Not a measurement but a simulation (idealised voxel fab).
This is a process module. Its name is voxel gate over fins.
Shown is cross-section cut, with a width of 260 nm and square cells of size 5 nm.
A cross-section is written here as square cells arranged in a grid, and it is given in bands from the top down, each band taking up one or more rows of cells. For a band, the entry starts with two heights in nm, that of the top and then that of the bottom, and carries on with the band's materials in order from left to right, each alongside its width in nm; the word "all across" beside a single material means it fills the band edge to edge, and "blank" means empty space. Ref level 0: as-received wafer is one material below here. Bottom band extends down with no lower bound ("from 0 down"). Graded width ("30 to 40"): value in top row of band = first number; value in bottom row = second number; row-to-row change constant. Basically "identical to before" means that step didn't change any cell in the cross-section. The entry "Sealed-off cavities" lists the empty spaces that cover at least 8 cells and have no open path to the top. Each is written as width x height at distance, where the distance is measured from the left edge and all three values are in nm. Heads up: the bit after the settings on a step's line is the simulator's remark on that step. Among the settings permitted on a step's line is "overlay nm"; applied to a step with a mask, it specifies the extent to which the mask lay to the right of its planned position, whereas a negative figure signifies a position to the left.

So here's the lineup of process steps we planned
step 1: RECEIVE with material Si
step 2: CONFORMAL_DEP with material SiN, thk nm 5
step 3: MASKED_ETCH with tone cover, mask id FINS, width nm 15, pitch nm 60, etch materials SiN, depth nm 5, overlay nm 0
step 4: MASKED_ETCH with tone cover, mask id FINS, width nm 15, pitch nm 60, etch materials Si, depth nm 35, overlay nm 0
step 5: OXIDIZE with depth nm 5
step 6: FILL_DEP with material SiO2, thk nm 5
step 7: CMP with height nm 5
step 8: MASKED_ETCH with tone open, mask id RAIL, width nm 15, etch materials SiO2, depth nm 35, overlay nm 0
step 9: CONFORMAL_DEP with material TiN, thk nm 5
step 10: FILL_DEP with material Ru, thk nm 10
step 11: CMP with height nm 5
step 12: SELECTIVE_ETCH with etch materials W Ru TiN, depth nm 20
step 13: FILL_DEP with material SiO2, thk nm 5
step 14: CMP with height nm 5
step 15: SELECTIVE_ETCH with etch materials SiO2, depth nm 15
step 16: STRIP with etch materials SiN
step 17: CONFORMAL_DEP with material HfO2, thk nm 5
step 18: CONFORMAL_DEP with material TiN, thk nm 5
step 19: FILL_DEP with material W, thk nm 15
step 20: CMP with height nm 20
step 21: CONFORMAL_DEP with material SiN, thk nm 10
Same starting wafers, different width nm at step 8. Plan value belongs to the first wafer.

Sectional view: first of several wafers, as received, after step 1
    from 0 down: Si all across
    Sealed-off cavities: none

Module end state after final step 21: cross-section of the first of several wafers
    from 30 to 20: SiN all across
    from 20 to 10: W all across
    from 10 to 5: W=55; TiN=25; W=35; TiN=25; W=35; TiN=25; W=60
    from 5 to 0: W=55; TiN=5; HfO2=15; TiN=5; W=35; TiN=5; HfO2=15; TiN=5; W=35; TiN=5; HfO2=15; TiN=5; W=60
    from 0 to -5: TiN=60; HfO2=5; Si=5; HfO2=5; TiN=45; HfO2=5; Si=5; HfO2=5; TiN=45; HfO2=5; Si=5; HfO2=5; TiN=65
    from -5 to -10: HfO2=65; Si=5; HfO2=55; Si=5; HfO2=55; Si=5; HfO2=70
    from -10 to -15: SiO2=65; Si=5; SiO2=55; Si=5; SiO2=55; Si=5; SiO2=70
    from -15 to -25: SiO2=65; Si=5; SiO2=20; TiN=5; Ru=5; TiN=5; SiO2=20; Si=5; SiO2=55; Si=5; SiO2=70
    from -25 to -30: SiO2=65; Si=5; SiO2=20; TiN=15; SiO2=20; Si=5; SiO2=55; Si=5; SiO2=70
    from -30 to -40: SiO2=65; Si=5; SiO2=55; Si=5; SiO2=55; Si=5; SiO2=70
    from -40 down: Si all across
    Sealed-off cavities: none

X-section, last wafer, module end
    from 30 to 20: SiN all across
    from 20 to 10: W all across
    from 10 to 5: W=55; TiN=25; W=35; TiN=25; W=35; TiN=25; W=60
    from 5 to 0: W=55; TiN=5; HfO2=15; TiN=5; W=35; TiN=5; HfO2=15; TiN=5; W=35; TiN=5; HfO2=15; TiN=5; W=60
    from 0 to -5: TiN=60; HfO2=5; Si=5; HfO2=5; TiN=45; HfO2=5; Si=5; HfO2=5; TiN=45; HfO2=5; Si=5; HfO2=5; TiN=65
    from -5 to -10: HfO2=65; Si=5; HfO2=55; Si=5; HfO2=55; Si=5; HfO2=70
    from -10 to -15: SiO2=65; Si=5; SiO2=55; Si=5; SiO2=55; Si=5; SiO2=70
    from -15 to -25: SiO2=65; Si=5; SiO2=15; TiN=5; Ru=20; TiN=5; SiO2=10; Si=5; SiO2=55; Si=5; SiO2=70
    from -25 to -30: SiO2=65; Si=5; SiO2=15; TiN=30; SiO2=10; Si=5; SiO2=55; Si=5; SiO2=70
    from -30 to -40: SiO2=65; Si=5; SiO2=55; Si=5; SiO2=55; Si=5; SiO2=70
    from -40 down: Si all across
    Sealed-off cavities: none

End of module, by wafer: material-by-material cell gain (+) or loss (-) since receipt, then closed voids
width nm 15 | +64 HfO2 | +2 Ru | -392 Si | +104 SiN | +285 SiO2 | +71 TiN | +178 W | Sealed-off cavities: none
width nm 20 | +64 HfO2 | +4 Ru | -392 Si | +104 SiN | +282 SiO2 | +72 TiN | +178 W | Sealed-off cavities: none
width nm 25 | +64 HfO2 | +6 Ru | -392 Si | +104 SiN | +279 SiO2 | +73 TiN | +178 W | Sealed-off cavities: none
width nm 30 | +64 HfO2 | +8 Ru | -392 Si | +104 SiN | +276 SiO2 | +74 TiN | +178 W | Sealed-off cavities: none
